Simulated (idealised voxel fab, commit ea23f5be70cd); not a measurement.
You're looking at the process module voxel tone inversion.
FYI the section here is cut, 230 nm wide, cells are 5 nm squares.
Throughout this document, each cross-section is represented as a grid of square cells and is presented as a sequence of bands enumerated from the top downward, where a band comprises one or more rows of cells. The band entry comprises the height of the band's top followed by the height of its bottom, expressed in nm, and subsequently the band's materials from left to right, each stated together with its width in nm. Where a single material is marked with the word "edge to edge", that material fills the band from edge to edge. The word "blank" represents empty space. Note: height 0 marks the level under which the wafer is uniformly one material as received. Lowest band unbounded below, written "0 -> down". A width such as "30..40" changes by the same amount from each row of cells to the next, from the band's top row to its bottom row. "remained the same" -> step changed no cross-section cell. Entry "Closed void catalog". Content: empty spaces with no open connection to the top, size 8 cells or greater. Each: width x height at distance. Distance: from left edge. Unit: nm. Read whatever lies past the settings on a step's line as the simulator's own remark about the step. Regarding "overlay nm": on a step with a mask, it is the distance the mask lay to the right of its planned place; a negative value places it to the left.
Set out below are the planned steps of the process
- 1: RECEIVE, material Si
- 2: CONFORMAL_DEP, material SiN, thk nm 5
- 3: DIRECTIONAL_DEP, material aC, thk nm 15
- 4: PATTERN, tone cover, mask id POSTS, material resist, width nm 25, pitch nm 40, thk nm 20, overlay nm 0
- 5: DIRECTIONAL_ETCH, etch materials aC, depth nm 15
- 6: STRIP, etch materials resist
- 7: FILL_DEP, material lowk, thk nm 10
- 8: CMP, height nm 20
- 9: STRIP, etch materials aC
- 10: CONFORMAL_DEP, material TiN, thk nm 5
- 11: FILL_DEP, material Ru, thk nm 5
- 12: CMP, height nm 20
- 13: CONFORMAL_DEP, material SiN, thk nm 5
First of two wafers, with the run carried out as planned
Cross-section: wafer on arrival = after step 1
- 0 -> down | Si edge to edge
- Closed void catalog: none
Cross-section through the wafer, step 2 finished
- 5 -> 0 | SiN edge to edge
- Below 0, the layers are the same as they were.
Cross-section through the wafer, step 3 finished
- 20 -> 5 | aC edge to edge
- Below 5, the layers are the same as they were.
Cross-section through the wafer, step 4 finished
- 40 -> 20 | 80 nm blank; 25 nm resist; 15 nm blank; 25 nm resist; 85 nm blank
- Below 20, the layers are the same as they were.
Cross-section through the wafer, step 5 finished
- 25 -> 20 | 80 nm blank; 25 nm resist; 15 nm blank; 25 nm resist; 85 nm blank
- 20 -> 5 | 80 nm blank; 25 nm aC; 15 nm blank; 25 nm aC; 85 nm blank
- Below 5, the layers are the same as they were.
Cross-section through the wafer, step 6 finished
- 20 -> 5 | 80 nm blank; 25 nm aC; 15 nm blank; 25 nm aC; 85 nm blank
- Below 5, the layers are the same as they were.
Cross-section through the wafer, step 7 finished
- 30 -> 20 | lowk edge to edge
- 20 -> 5 | 80 nm lowk; 25 nm aC; 15 nm lowk; 25 nm aC; 85 nm lowk
- Below 5, the layers are the same as they were.
Cross-section through the wafer, step 8 finished
- 20 -> 5 | 80 nm lowk; 25 nm aC; 15 nm lowk; 25 nm aC; 85 nm lowk
- Below 5, the layers are the same as they were.
Cross-section through the wafer, step 9 finished
- 20 -> 5 | 80 nm lowk; 25 nm blank; 15 nm lowk; 25 nm blank; 85 nm lowk
- Below 5, the layers are the same as they were.
Cross-section through the wafer, step 10 finished
- 25 -> 20 | 85 nm TiN; 15 nm blank; 25 nm TiN; 15 nm blank; 90 nm TiN
- 20 -> 10 | 80 nm lowk; 5 nm TiN; 15 nm blank; 5 nm TiN; 15 nm lowk; 5 nm TiN; 15 nm blank; 5 nm TiN; 85 nm lowk
- 10 -> 5 | 80 nm lowk; 25 nm TiN; 15 nm lowk; 25 nm TiN; 85 nm lowk
- Below 5, the layers are the same as they were.
Cross-section through the wafer, step 11 finished
- 30 -> 25 | Ru edge to edge
- 25 -> 20 | 85 nm TiN; 15 nm Ru; 25 nm TiN; 15 nm Ru; 90 nm TiN
- 20 -> 10 | 80 nm lowk; 5 nm TiN; 15 nm Ru; 5 nm TiN; 15 nm lowk; 5 nm TiN; 15 nm Ru; 5 nm TiN; 85 nm lowk
- Below 10, the layers are the same as they were.
Cross-section through the wafer, step 12 finished
- 20 -> 10 | 80 nm lowk; 5 nm TiN; 15 nm Ru; 5 nm TiN; 15 nm lowk; 5 nm TiN; 15 nm Ru; 5 nm TiN; 85 nm lowk
- Below 10, the layers are the same as they were.
Cross-section through the wafer, step 13 finished
- 25 -> 20 | SiN edge to edge
- Below 20, the layers are the same as they were.
Wafer two of the pair: same origin, same plan, one error during the run; identical to wafer one up to and including step 6
Here is the second wafer in cross-section at the point where step 7 of the plan should have been done
- 40 -> 20 | lowk edge to edge
- 20 -> 5 | 80 nm lowk; 25 nm aC; 15 nm lowk; 25 nm aC; 85 nm lowk
- Below 5, the layers are the same as they were.
Here is the second wafer in cross-section at the point where step 8 of the plan should have been done
- 20 -> 5 | 80 nm lowk; 25 nm aC; 15 nm lowk; 25 nm aC; 85 nm lowk
- Below 5, the layers are the same as they were.
Here is the second wafer in cross-section at the point where step 9 of the plan should have been done
- 20 -> 5 | 80 nm lowk; 25 nm blank; 15 nm lowk; 25 nm blank; 85 nm lowk
- Below 5, the layers are the same as they were.
Here is the second wafer in cross-section at the point where step 10 of the plan should have been done
- 25 -> 20 | 85 nm TiN; 15 nm blank; 25 nm TiN; 15 nm blank; 90 nm TiN
- 20 -> 10 | 80 nm lowk; 5 nm TiN; 15 nm blank; 5 nm TiN; 15 nm lowk; 5 nm TiN; 15 nm blank; 5 nm TiN; 85 nm lowk
- 10 -> 5 | 80 nm lowk; 25 nm TiN; 15 nm lowk; 25 nm TiN; 85 nm lowk
- Below 5, the layers are the same as they were.
Here is the second wafer in cross-section at the point where step 11 of the plan should have been done
- 30 -> 25 | Ru edge to edge
- 25 -> 20 | 85 nm TiN; 15 nm Ru; 25 nm TiN; 15 nm Ru; 90 nm TiN
- 20 -> 10 | 80 nm lowk; 5 nm TiN; 15 nm Ru; 5 nm TiN; 15 nm lowk; 5 nm TiN; 15 nm Ru; 5 nm TiN; 85 nm lowk
- Below 10, the layers are the same as they were.
Here is the second wafer in cross-section at the point where step 12 of the plan should have been done
- 20 -> 10 | 80 nm lowk; 5 nm TiN; 15 nm Ru; 5 nm TiN; 15 nm lowk; 5 nm TiN; 15 nm Ru; 5 nm TiN; 85 nm lowk
- Below 10, the layers are the same as they were.
Here is the second wafer in cross-section at the point where step 13 of the plan should have been done
- 25 -> 20 | SiN edge to edge
- Below 20, the layers are the same as they were.
What went wrong in running the wafer? heads up, step 7 of the plan got done twice
At process end the two wafers are indistinguishable in cross-section, so the error does not change what this model computes.
